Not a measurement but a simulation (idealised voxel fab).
Process module under the name voxel self aligned vias
Square cells of 5 nm make up the cross-section cut, whose width is 160 nm.
If you're reading a cross-section in this doc, picture square cells in a grid; it comes to you as bands, top ones listed first down to the bottom, and a band can be one or more rows of cells.
Per band: top height and bottom height in nm, followed by the left-to-right materials and their widths in nm; "full width" marks a single material spanning edge to edge, "blank" marks empty space.
All heights in this document are referenced to 0, defined as the level beneath which the wafer, as received, consists entirely of one material. The lowest band is not bounded below; it extends indefinitely downward and is written in the form "top 0, no bottom".
Note: "30 to 40" means the width goes from the first number (top row of the band) to the second number (bottom row) in equal steps per row of cells.
The designation "identical to before", where it is given for a processing step, indicates that no cell of the cross-section was altered in the course of that step.
Look at "Enclosed cavity list" for the closed voids: empty spaces with no open path to the top, sized 8 cells or up. Each is width x height at distance, distance from the left edge, all nm.
If you see something after the settings on a step's line, that's the simulator's own remark about that step.
When a step includes a mask, the "overlay nm" setting on its line states how far to the right of its planned place that mask lay, and negative values state how far to the left.
The following list gives the planned process steps
| 1 | RECEIVE,material Si |
| 2 | CONFORMAL_DEP,material SiO2,thk nm 10 |
| 3 | CONFORMAL_DEP,material SiCN,thk nm 5 |
| 4 | DIRECTIONAL_DEP,material SiO2,thk nm 25 |
| 5 | PATTERN,tone open,mask id LINES,material resist,width nm 30,pitch nm 70,thk nm 20,overlay nm 0 |
| 6 | DIRECTIONAL_ETCH,etch materials SiO2,depth nm 25 |
| 7 | STRIP,etch materials resist |
| 8 | CONFORMAL_DEP,material TiN,thk nm 5 |
| 9 | FILL_DEP,material W,thk nm 10 |
| 10 | CMP,height nm 40 |
| 11 | SELECTIVE_ETCH,etch materials W Ru TiN,depth nm 10 |
| 12 | FILL_DEP,material SiN,thk nm 5 |
| 13 | CMP,height nm 40 |
| 14 | DIRECTIONAL_DEP,material SiO2,thk nm 15 |
| 15 | DIRECTIONAL_DEP,material aC,thk nm 10 |
| 16 | PATTERN,tone open,mask id VIAS,material resist,width nm 30,thk nm 30,overlay nm 0 |
| 17 | DIRECTIONAL_ETCH,etch materials aC,depth nm 10 |
| 18 | STRIP,etch materials resist |
| 19 | DIRECTIONAL_ETCH,etch materials SiO2,depth nm 15 |
| 20 | DIRECTIONAL_ETCH,etch materials SiN,depth nm 10 |
| 21 | STRIP,etch materials aC |
| 22 | CONFORMAL_DEP,material TiN,thk nm 5 |
| 23 | FILL_DEP,material Cu,thk nm 10 |
| 24 | CMP,height nm 55 |
| 25 | CONFORMAL_DEP,material SiCN,thk nm 5 |
The wafers are alike at the start. At step 16, their width nm differs. The plan lists the first wafer's value.
First wafer of several, as received: cross-section after step 1
- top 0, no bottom = Si full width
- Enclosed cavity list: none
Tabulated below, wafer by wafer, are the end-of-module results: for each material, the number of cells gained (+) or lost (-) relative to the as-received state, followed by the closed voids
width nm 30; +16 Cu; +64 SiCN; +12 SiN; +242 SiO2; +34 TiN; +16 W; Enclosed cavity list: none
width nm 35; +18 Cu; +64 SiCN; +12 SiN; +239 SiO2; +35 TiN; +16 W; Enclosed cavity list: none
width nm 40; +20 Cu; +64 SiCN; +12 SiN; +236 SiO2; +36 TiN; +16 W; Enclosed cavity list: none
width nm 45; +22 Cu; +64 SiCN; +12 SiN; +233 SiO2; +37 TiN; +16 W; Enclosed cavity list: none
width nm 50; +24 Cu; +64 SiCN; +12 SiN; +230 SiO2; +38 TiN; +16 W; Enclosed cavity list: none
width nm 55; +26 Cu; +64 SiCN; +12 SiN; +227 SiO2; +39 TiN; +16 W; Enclosed cavity list: none
